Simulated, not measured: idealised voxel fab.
process module | voxel gate over fins
cross-section cut | 240 nm wide | cells 5 nm
A cross-section is a grid of square cells, given in bands from the top down. A band is one or more rows of cells.
Each band's line starts with the height of the band's top and of its bottom, in nm. Then come its materials from left to right, each with its width in nm. One material with "throughout" fills the band from edge to edge. "air" is empty space.
Height 0 is the level under which the wafer as received is all one material. The lowest band goes on downwards, as in "0 down".
A width such as "30 to 40" changes by the same amount from each row of cells to the next, from the band's top row to its bottom row.
"no change" after a step means that no cell of the cross-section changed.
closed voids: empty space of 8 cells or more with no open way to the top, each as width x height at its distance from the left edge, in nm
after a step's settings: what the simulator itself notes on the step
overlay nm, on a step with a mask: how far to the right of its planned place the mask lay; to the left if negative
plan
1 op RECEIVE | material Si
2 op CONFORMAL_DEP | material SiN | thk nm 5
3 op PATTERN | tone cover | mask id FINS | material resist | width nm 15 | pitch nm 60 | thk nm 20 | overlay nm 0
4 op DIRECTIONAL_ETCH | etch materials SiN | depth nm 5
5 op DIRECTIONAL_ETCH | etch materials Si | depth nm 25
6 op STRIP | etch materials resist
7 op OXIDIZE | depth nm 5
8 op FILL_DEP | material SiO2 | thk nm 15
9 op CMP | height nm 5
10 op MASKED_ETCH | tone open | mask id RAIL | width nm 15 | etch materials SiO2 | depth nm 35 | overlay nm 0
11 op CONFORMAL_DEP | material TiN | thk nm 5
12 op FILL_DEP | material W | thk nm 5
13 op CMP | height nm 5
14 op SELECTIVE_ETCH | etch materials W Ru TiN | depth nm 30
15 op FILL_DEP | material SiO2 | thk nm 5
16 op CMP | height nm 5
17 op SELECTIVE_ETCH | etch materials SiO2 | depth nm 20
18 op STRIP | etch materials SiN
19 op CONFORMAL_DEP | material HfO2 | thk nm 5
20 op CONFORMAL_DEP | material TiN | thk nm 5
21 op CONFORMAL_DEP | material TiAl | thk nm 5
22 op CONFORMAL_DEP | material TiN | thk nm 5
23 op FILL_DEP | material W | thk nm 15
24 op CMP | height nm 30
25 op CONFORMAL_DEP | material SiCN | thk nm 5
varied across the wafers: depth nm of step 5. The plan shows the first wafer's value. All wafers start alike
first wafer as received, after step 1
  0 down: Si throughout
  closed voids: none
each wafer at the end: cells of each material gained (+) or lost (-) since it was received, then its closed voids
depth nm 25 | +60 HfO2 | -276 Si | +48 SiCN | +135 SiO2 | +60 TiAl | +123 TiN | +186 W | closed voids: none
depth nm 30 | +60 HfO2 | -322 Si | +48 SiCN | +181 SiO2 | +60 TiAl | +123 TiN | +186 W | closed voids: none
depth nm 35 | +60 HfO2 | -368 Si | +48 SiCN | +227 SiO2 | +60 TiAl | +123 TiN | +186 W | closed voids: none
depth nm 40 | +60 HfO2 | -414 Si | +48 SiCN | +273 SiO2 | +60 TiAl | +123 TiN | +186 W | closed voids: none
depth nm 45 | +60 HfO2 | -460 Si | +48 SiCN | +319 SiO2 | +60 TiAl | +123 TiN | +186 W | closed voids: none
depth nm 50 | +60 HfO2 | -506 Si | +48 SiCN | +365 SiO2 | +60 TiAl | +123 TiN | +186 W | closed voids: none
